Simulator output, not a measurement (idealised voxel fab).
process module | voxel self aligned contacts
cross-section cut | 210 nm wide | cells 5 nm
A cross-section is a grid of square cells, given in bands from the top down. A band is one or more rows of cells.
Each band's line starts with the height of the band's top and of its bottom, in nm. Then come its materials from left to right, each with its width in nm. One material with "throughout" fills the band from edge to edge. "air" is empty space.
Height 0 is the level under which the wafer as received is all one material. The lowest band goes on downwards, as in "0 down".
A width such as "30 to 40" changes by the same amount from each row of cells to the next, from the band's top row to its bottom row.
"no change" after a step means that no cell of the cross-section changed.
closed voids: empty space of 8 cells or more with no open way to the top, each as width x height at its distance from the left edge, in nm
after a step's settings: what the simulator itself notes on the step
overlay nm, on a step with a mask: how far to the right of its planned place the mask lay; to the left if negative
plan
1 op RECEIVE | material Si
2 op CONFORMAL_DEP | material SiO2 | thk nm 5
3 op DIRECTIONAL_DEP | material polySi | thk nm 30
4 op DIRECTIONAL_DEP | material SiN | thk nm 15
5 op MASKED_ETCH | tone cover | mask id GATE | width nm 30 | pitch nm 55 | etch materials SiN | depth nm 15 | overlay nm 0
6 op MASKED_ETCH | tone cover | mask id GATE | width nm 30 | pitch nm 55 | etch materials polySi | depth nm 30 | overlay nm 0
7 op CONFORMAL_DEP | material SiN | thk nm 5
8 op DIRECTIONAL_ETCH | etch materials SiN | depth nm 5
9 op FILL_DEP | material SiO2 | thk nm 20
10 op CMP | height nm 60
11 op MASKED_ETCH | tone open | mask id CONTACT | width nm 35 | etch materials SiO2 | depth nm 60 | overlay nm 0
12 op CONFORMAL_DEP | material TiN | thk nm 5
13 op FILL_DEP | material Ru | thk nm 5
14 op CMP | height nm 60
15 op CONFORMAL_DEP | material SiCN | thk nm 5
first wafer, as planned
as received, after step 1
  0 down: Si throughout
  closed voids: none
after step 2
  5 to 0: SiO2 throughout
  below 0: unchanged
after step 3
  35 to 5: polySi throughout
  below 5: unchanged
after step 4
  50 to 35: SiN throughout
  below 35: unchanged
after step 5
  50 to 35: air 60 | SiN 30 | air 25 | SiN 30 | air 65
  below 35: unchanged
after step 6
  50 to 35: air 60 | SiN 30 | air 25 | SiN 30 | air 65
  35 to 5: air 60 | polySi 30 | air 25 | polySi 30 | air 65
  below 5: unchanged
after step 7
  55 to 35: air 55 | SiN 40 | air 15 | SiN 40 | air 60
  35 to 10: air 55 | SiN 5 | polySi 30 | SiN 5 | air 15 | SiN 5 | polySi 30 | SiN 5 | air 60
  10 to 5: SiN 60 | polySi 30 | SiN 25 | polySi 30 | SiN 65
  below 5: unchanged
after step 8
  50 to 35: air 55 | SiN 40 | air 15 | SiN 40 | air 60
  35 to 5: air 55 | SiN 5 | polySi 30 | SiN 5 | air 15 | SiN 5 | polySi 30 | SiN 5 | air 60
  below 5: unchanged
after step 9
  70 to 50: SiO2 throughout
  50 to 35: SiO2 55 | SiN 40 | SiO2 15 | SiN 40 | SiO2 60
  35 to 5: SiO2 55 | SiN 5 | polySi 30 | SiN 5 | SiO2 15 | SiN 5 | polySi 30 | SiN 5 | SiO2 60
  below 5: unchanged
after step 10
  60 to 50: SiO2 throughout
  below 50: unchanged
after step 11
  60 to 50: SiO2 85 | air 35 | SiO2 90
  50 to 35: SiO2 55 | SiN 40 | air 15 | SiN 40 | SiO2 60
  35 to 5: SiO2 55 | SiN 5 | polySi 30 | SiN 5 | air 15 | SiN 5 | polySi 30 | SiN 5 | SiO2 60
  5 to 0: SiO2 95 | air 15 | SiO2 100
  below 0: unchanged
after step 12
  65 to 60: TiN 90 | air 25 | TiN 95
  60 to 50: SiO2 85 | TiN 5 to 15 | air 25 to 5 | TiN 5 to 15 | SiO2 90
  50 to 35: SiO2 55 | SiN 40 | TiN 5 | air 5 | TiN 5 | SiN 40 | SiO2 60
  35 to 5: SiO2 55 | SiN 5 | polySi 30 | SiN 5 | TiN 5 | air 5 | TiN 5 | SiN 5 | polySi 30 | SiN 5 | SiO2 60
  5 to 0: SiO2 95 | TiN 15 | SiO2 100
  below 0: unchanged
after step 13
  70 to 65: Ru throughout
  65 to 60: TiN 90 | Ru 25 | TiN 95
  60 to 50: SiO2 85 | TiN 5 to 15 | Ru 25 to 5 | TiN 5 to 15 | SiO2 90
  50 to 35: SiO2 55 | SiN 40 | TiN 5 | Ru 5 | TiN 5 | SiN 40 | SiO2 60
  35 to 5: SiO2 55 | SiN 5 | polySi 30 | SiN 5 | TiN 5 | Ru 5 | TiN 5 | SiN 5 | polySi 30 | SiN 5 | SiO2 60
  below 5: unchanged
after step 14
  60 to 50: SiO2 85 | TiN 5 to 15 | Ru 25 to 5 | TiN 5 to 15 | SiO2 90
  below 50: unchanged
after step 15
  65 to 60: SiCN throughout
  below 60: unchanged
second wafer: like start, like plan, one mistake. Through step 10 it matches the first wafer
when step 11 should have ended
  60 to 50: SiO2 90 | air 35 | SiO2 85
  50 to 35: SiO2 55 | SiN 40 | air 15 | SiN 40 | SiO2 60
  35 to 5: SiO2 55 | SiN 5 | polySi 30 | SiN 5 | air 15 | SiN 5 | polySi 30 | SiN 5 | SiO2 60
  5 to 0: SiO2 95 | air 15 | SiO2 100
  below 0: unchanged
when step 12 should have ended
  65 to 60: TiN 95 | air 25 | TiN 90
  60 to 50: SiO2 90 | TiN 5 to 10 | air 25 to 5 | TiN 5 to 20 | SiO2 85
  50 to 35: SiO2 55 | SiN 40 | TiN 5 | air 5 | TiN 5 | SiN 40 | SiO2 60
  35 to 5: SiO2 55 | SiN 5 | polySi 30 | SiN 5 | TiN 5 | air 5 | TiN 5 | SiN 5 | polySi 30 | SiN 5 | SiO2 60
  5 to 0: SiO2 95 | TiN 15 | SiO2 100
  below 0: unchanged
when step 13 should have ended
  70 to 65: Ru throughout
  65 to 60: TiN 95 | Ru 25 | TiN 90
  60 to 50: SiO2 90 | TiN 5 to 10 | Ru 25 to 5 | TiN 5 to 20 | SiO2 85
  50 to 35: SiO2 55 | SiN 40 | TiN 5 | Ru 5 | TiN 5 | SiN 40 | SiO2 60
  35 to 5: SiO2 55 | SiN 5 | polySi 30 | SiN 5 | TiN 5 | Ru 5 | TiN 5 | SiN 5 | polySi 30 | SiN 5 | SiO2 60
  below 5: unchanged
when step 14 should have ended
  60 to 50: SiO2 90 | TiN 5 to 10 | Ru 25 to 5 | TiN 5 to 20 | SiO2 85
  below 50: unchanged
when step 15 should have ended
  65 to 60: SiCN throughout
  below 60: unchanged
what went wrong: step 11 ran as: op MASKED_ETCH | tone open | mask id CONTACT | width nm 35 | etch materials SiO2 | depth nm 60 | overlay nm 5
at the end the second wafer has, in cells: as many of each material as the first, in other places
